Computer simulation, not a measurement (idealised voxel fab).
Herein follows the process module entitled voxel tone inversion.
Cross-section cut spans 230 nm and uses square cells 5 nm in size.
Cross-section, as written here: a square-cell grid given band by band from the top down, where a band holds one or more rows of cells. Quick guide to a band line: top height, bottom height (nm) up front; then every material left to right with its width in nm. Only one material and it's marked "everywhere"? Then it fills the band edge to edge. And "air" just means empty space. Heights are measured from 0, the level below which the as-received wafer is all one material; the lowest band has no bottom and continues downward, written as in "0 nm and below". It should be noted that a width expressed as "30 to 40" varies in equal increments from row to row of cells within the band, taking the value of the first number at the top row and that of the second number at the bottom row. Key: "same as before" - step with no changed cell in the cross-section. "Unvented cavities" means: voids of 8 cells or more that are shut off from the top with no open way through. Written width x height at distance, distance from the left edge, in nm. On each step's line, the part that comes after the settings is the simulator's own comment on the step. overlay nm: on a step with a mask, how far right of its planned place the mask lay; negative means left.

# Process steps (planned)
- 1: RECEIVE | material Si
- 2: CONFORMAL_DEP | material SiN | thk nm 10
- 3: DIRECTIONAL_DEP | material polySi | thk nm 20
- 4: PATTERN | tone cover | mask id POSTS | material resist | width nm 15 | pitch nm 40 | thk nm 25 | overlay nm 0
- 5: DIRECTIONAL_ETCH | etch materials polySi | depth nm 20
- 6: STRIP | etch materials resist
- 7: FILL_DEP | material SiO2 | thk nm 5
- 8: CMP | height nm 30
- 9: STRIP | etch materials polySi

# first wafer, as planned

# Received-state cross-section, reflecting completion of step 1
    0 nm and below  Si everywhere
    Unvented cavities: none

# State of the wafer after step 2, shown in cross-section
    10 nm to 0 nm  SiN everywhere
    Everything below 0 is unchanged.

# State of the wafer after step 3, shown in cross-section
    30 nm to 10 nm  polySi everywhere
    Everything below 10 is unchanged.

# State of the wafer after step 4, shown in cross-section
    55 nm to 30 nm  65 of air, then 15 of resist, then 25 of air, then 15 of resist, then 25 of air, then 15 of resist, then 70 of air
    Everything below 30 is unchanged.

# State of the wafer after step 5, shown in cross-section
    55 nm to 30 nm  65 of air, then 15 of resist, then 25 of air, then 15 of resist, then 25 of air, then 15 of resist, then 70 of air
    30 nm to 10 nm  65 of air, then 15 of polySi, then 25 of air, then 15 of polySi, then 25 of air, then 15 of polySi, then 70 of air
    Everything below 10 is unchanged.

# State of the wafer after step 6, shown in cross-section
    30 nm to 10 nm  65 of air, then 15 of polySi, then 25 of air, then 15 of polySi, then 25 of air, then 15 of polySi, then 70 of air
    Everything below 10 is unchanged.

# State of the wafer after step 7, shown in cross-section
    35 nm to 30 nm  SiO2 everywhere
    30 nm to 10 nm  65 of SiO2, then 15 of polySi, then 25 of SiO2, then 15 of polySi, then 25 of SiO2, then 15 of polySi, then 70 of SiO2
    Everything below 10 is unchanged.

# State of the wafer after step 8, shown in cross-section
    30 nm to 10 nm  65 of SiO2, then 15 of polySi, then 25 of SiO2, then 15 of polySi, then 25 of SiO2, then 15 of polySi, then 70 of SiO2
    Everything below 10 is unchanged.

# State of the wafer after step 9, shown in cross-section
    30 nm to 10 nm  65 of SiO2, then 15 of air, then 25 of SiO2, then 15 of air, then 25 of SiO2, then 15 of air, then 70 of SiO2
    Everything below 10 is unchanged.

# The Second Wafer: Common Origin and Plan, One Mistake in Execution, Identical to the First Through Step 1

# Cross-section: second wafer, time at which step 2 was scheduled to end
    20 nm to 0 nm  polySi everywhere
    Everything below 0 is unchanged.

# Cross-section: second wafer, time at which step 3 was scheduled to end
    30 nm to 20 nm  SiN everywhere
    Everything below 20 is unchanged.

# Cross-section: second wafer, time at which step 4 was scheduled to end
    55 nm to 30 nm  65 of air, then 15 of resist, then 25 of air, then 15 of resist, then 25 of air, then 15 of resist, then 70 of air
    Everything below 30 is unchanged.

Cross-section: second wafer, time at which step 5 was scheduled to end: same as before

# Cross-section: second wafer, time at which step 6 was scheduled to end
    30 nm to 20 nm  SiN everywhere
    Everything below 20 is unchanged.

# Cross-section: second wafer, time at which step 7 was scheduled to end
    35 nm to 30 nm  SiO2 everywhere
    Everything below 30 is unchanged.

# Cross-section: second wafer, time at which step 8 was scheduled to end
    30 nm to 20 nm  SiN everywhere
    Everything below 20 is unchanged.

Cross-section: second wafer, time at which step 9 was scheduled to end: same as before
The plan and the run diverged here: step 3 occupied the plan position of step 2, and the converse holds as well
Final comparison by cell count, materials where the second wafer has more or fewer than the first: 148 fewer of SiO2 | 184 more of polySi
